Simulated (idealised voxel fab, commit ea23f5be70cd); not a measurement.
Herein follows the process module entitled voxel plated lines.
The cross-section on display is named cut; it measures 265 nm wide, and its cells are 5 nm squares.
Think of the cross-section as a grid of square cells. We describe it in bands, top to bottom, and each band covers one or more rows of those cells.
Band entry format. Leading values: height of top, height of bottom, nm. Remainder: materials in left-to-right order, each with its width in nm. Special words: "all across" on a single material, which then fills the band edge to edge; "empty", empty space.
Below 0: as-received wafer, all one material; heights counted from there. Lowest band: no bottom, goes on down, written "0 and below".
Graded width ("30->40"): value in top row of band = first number; value in bottom row = second number; row-to-row change constant.
"stayed the same" after a step means that no cell of the cross-section changed.
Each empty space that has no open way to the top and spans at least 8 cells appears under "Closed cavities" as width x height at distance, the distance counted from the left edge, all in nm.
The remark found on a step's line after its settings is issued by the simulator itself and pertains to that step.
"overlay nm", when on a step's line for a step with a mask, measures how far to the right of its planned place the mask lay; a negative measure means to the left.
Process steps - plan:
- 1: RECEIVE (material Si)
- 2: CONFORMAL_DEP (material SiO2; thk nm 5)
- 3: DIRECTIONAL_DEP (material TiN; thk nm 5)
- 4: PATTERN (tone open; mask id LINES; material resist; width nm 15; pitch nm 40; thk nm 25; overlay nm 0)
- 5: EPI (material Ru; thk nm 5)
- 6: EPI (material Ru; thk nm 5)
- 7: STRIP (etch materials resist)
- 8: DIRECTIONAL_ETCH (etch materials TiN; depth nm 5)
- 9: CONFORMAL_DEP (material SiCN; thk nm 10)
Cross-section of the incoming wafer, state after step 1:
	0 and below  Si all across
	Closed cavities: none
First of two wafers, end-of-module section, run followed plan:
	30 down to 20  empty 95 / SiCN 35 / empty 5 / SiCN 35 / empty 95
	20 down to 15  empty 95 / SiCN 10 / Ru 15 / SiCN 10 / empty 5 / SiCN 10 / Ru 15 / SiCN 10 / empty 95
	15 down to 10  SiCN 105 / Ru 15 / SiCN 25 / Ru 15 / SiCN 105
	10 down to 5  SiCN 105 / TiN 15 / SiCN 25 / TiN 15 / SiCN 105
	5 down to 0  SiO2 all across
	0 and below  Si all across
	Closed cavities: none
Cross-section of the latter of the two wafers at module completion. It had an identical start and an identical plan to the former; in running it, one mistake was made:
	20 down to 10  empty 105 / Ru 15 / empty 25 / Ru 15 / empty 105
	10 down to 5  empty 105 / TiN 15 / empty 25 / TiN 15 / empty 105
	5 down to 0  SiO2 all across
	0 and below  Si all across
	Closed cavities: none
The plan and the run diverged here: step 9 of the plan was omitted and not executed
Bottom line after processing is that, in cells, the second wafer is up or down on some materials versus the first: 130 fewer of SiCN
